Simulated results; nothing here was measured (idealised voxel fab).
The process module that follows is named voxel spacer lines.
Cross-sectional view cut (width: 240 nm; square cell size: 5 nm).
Think of the cross-section as a grid of square cells. We describe it in bands, top to bottom, and each band covers one or more rows of those cells. It is stipulated that each band's entry specify, in nanometres, the height of the top of the band and then that of its bottom, followed by the materials of the band in left-to-right sequence, each together with its width in nanometres. A single material marked by the word "full width" is understood to fill the band from edge to edge; the word "air" is understood to denote empty space. Ref level 0: as-received wafer is one material below here. Bottom band extends down with no lower bound ("top 0, no bottom"). So if you see something like "30 to 40" for the width, read it as the top row of the band sitting at the first number and the bottom row at the second, with every row in between moving by the same amount as the last. No cell of the cross-section changed in a step that is given as "stayed the same". Closed-off voids of 8+ cells (no open route to the top) go in "Voids, enclosed", written width x height at distance from the left edge, in nm. Post-settings text on a step line: simulator's own remark regarding the step. Among the settings permitted on a step's line is "overlay nm"; applied to a step with a mask, it specifies the extent to which the mask lay to the right of its planned position, whereas a negative figure signifies a position to the left.

Planned process steps:
1 RECEIVE, material Si
2 CONFORMAL_DEP, material Al2O3, thk nm 5
3 DIRECTIONAL_DEP, material polySi, thk nm 20
4 DIRECTIONAL_DEP, material aC, thk nm 25
5 PATTERN, tone cover, mask id MANDREL, material resist, width nm 15, pitch nm 50, thk nm 30, overlay nm -15
6 DIRECTIONAL_ETCH, etch materials aC, depth nm 25
7 STRIP, etch materials resist
8 CONFORMAL_DEP, material SiO2, thk nm 10
9 DIRECTIONAL_ETCH, etch materials SiO2, depth nm 10
10 STRIP, etch materials aC
11 DIRECTIONAL_ETCH, etch materials polySi, depth nm 20
12 STRIP, etch materials SiO2
13 FILL_DEP, material SiO2, thk nm 10
14 CMP, height nm 25
Among the wafers covered here, the point of difference is the overlay nm at step 5; their starting state is shared, and the plan presents the value of the first wafer.

As-received cross-section, first of several wafers, post step 1:
* top 0, no bottom = Si full width
* Voids, enclosed: none

What follows is a table in which each wafer occupies a row; for the wafer as it stands at the close of the module, the row states, material by material, how many cells have been gained (+) or lost (-) since receipt, and then gives its closed voids:
overlay nm -15; +48 Al2O3; +144 SiO2; +48 polySi; Voids, enclosed: none
overlay nm -10; +48 Al2O3; +144 SiO2; +48 polySi; Voids, enclosed: none
overlay nm -5; +48 Al2O3; +144 SiO2; +48 polySi; Voids, enclosed: none
overlay nm 0; +48 Al2O3; +144 SiO2; +48 polySi; Voids, enclosed: none
overlay nm 5; +48 Al2O3; +144 SiO2; +48 polySi; Voids, enclosed: none
overlay nm 10; +48 Al2O3; +144 SiO2; +48 polySi; Voids, enclosed: none
overlay nm 15; +48 Al2O3; +144 SiO2; +48 polySi; Voids, enclosed: none
